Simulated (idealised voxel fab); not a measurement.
The document below concerns the process module designated voxel trench capacitor.
Section shown: cut. Width: 145 nm. Cell size: 5 nm, square.
Cross-section = grid of square cells, listed top down in bands; band = one or more rows.
Top, bottom (nm), then materials left to right with widths (nm); lone material tagged "throughout" fills the whole band edge to edge; "air" = empty space.
We count height from 0. Below that, the starting wafer is all one material. The lowest band never ends at the bottom but goes on down; see "z 0 and below" for how that is written.
The two numbers in a width such as "30..40" mark its ends across the band: the first belongs to the top row of cells, the second to the bottom row, and from each row to the next the width moves by the same amount.
"no alterations made" for a step: no cell of the cross-section changed in that step.
If an empty space has no open way to the top and is at least 8 cells in size, "Entrapped void list" lists it, written width x height at distance, where distance is measured from the left edge and every value is in nm.
What comes after the settings on a step's line is commentary from the simulator itself on that step.
When a step includes a mask, the "overlay nm" setting on its line states how far to the right of its planned place that mask lay, and negative values state how far to the left.

This section lists the process steps that were planned
1,RECEIVE with material Si
2,CONFORMAL_DEP with material SiN, thk nm 5
3,DIRECTIONAL_DEP with material aC, thk nm 15
4,PATTERN with tone open, mask id TRENCH, material resist, width nm 15, pitch nm 45, thk nm 35, overlay nm 0
5,DIRECTIONAL_ETCH with etch materials aC, depth nm 15
6,STRIP with etch materials resist
7,DIRECTIONAL_ETCH with etch materials SiN, depth nm 5
8,DIRECTIONAL_ETCH with etch materials Si, depth nm 40
9,STRIP with etch materials aC
10,CONFORMAL_DEP with material Al2O3, thk nm 5
11,FILL_DEP with material polySi, thk nm 10
12,CMP with height nm 5

Wafer as received: cross-section following step 1
- z 0 and below  Si throughout
- Entrapped void list: none

End-of-module XS, first of two wafers, run as planned
- z 5 to 0  40 nm SiN / 5 nm Al2O3 / 5 nm polySi / 5 nm Al2O3 / 30 nm SiN / 5 nm Al2O3 / 5 nm polySi / 5 nm Al2O3 / 45 nm SiN
- z 0 to -35  40 nm Si / 5 nm Al2O3 / 5 nm polySi / 5 nm Al2O3 / 30 nm Si / 5 nm Al2O3 / 5 nm polySi / 5 nm Al2O3 / 45 nm Si
- z -35 to -40  40 nm Si / 15 nm Al2O3 / 30 nm Si / 15 nm Al2O3 / 45 nm Si
- z -40 and below  Si throughout
- Entrapped void list: none

Module end: cross-section of wafer two of two. Same start and process plan as the first wafer. One mistake during execution
- z 20 to 10  polySi throughout
- z 10 to 5  45 nm Al2O3 / 5 nm polySi / 40 nm Al2O3 / 5 nm polySi / 50 nm Al2O3
- z 5 to 0  40 nm SiN / 5 nm Al2O3 / 5 nm polySi / 5 nm Al2O3 / 30 nm SiN / 5 nm Al2O3 / 5 nm polySi / 5 nm Al2O3 / 45 nm SiN
- z 0 to -35  40 nm Si / 5 nm Al2O3 / 5 nm polySi / 5 nm Al2O3 / 30 nm Si / 5 nm Al2O3 / 5 nm polySi / 5 nm Al2O3 / 45 nm Si
- z -35 to -40  40 nm Si / 15 nm Al2O3 / 30 nm Si / 15 nm Al2O3 / 45 nm Si
- z -40 and below  Si throughout
- Entrapped void list: none
Processing error: plan step 12 skipped
In the final state, the cell counts of the second wafer exceed or fall short of those of the first for the following materials: Al2O3: 27 more, polySi: 60 more
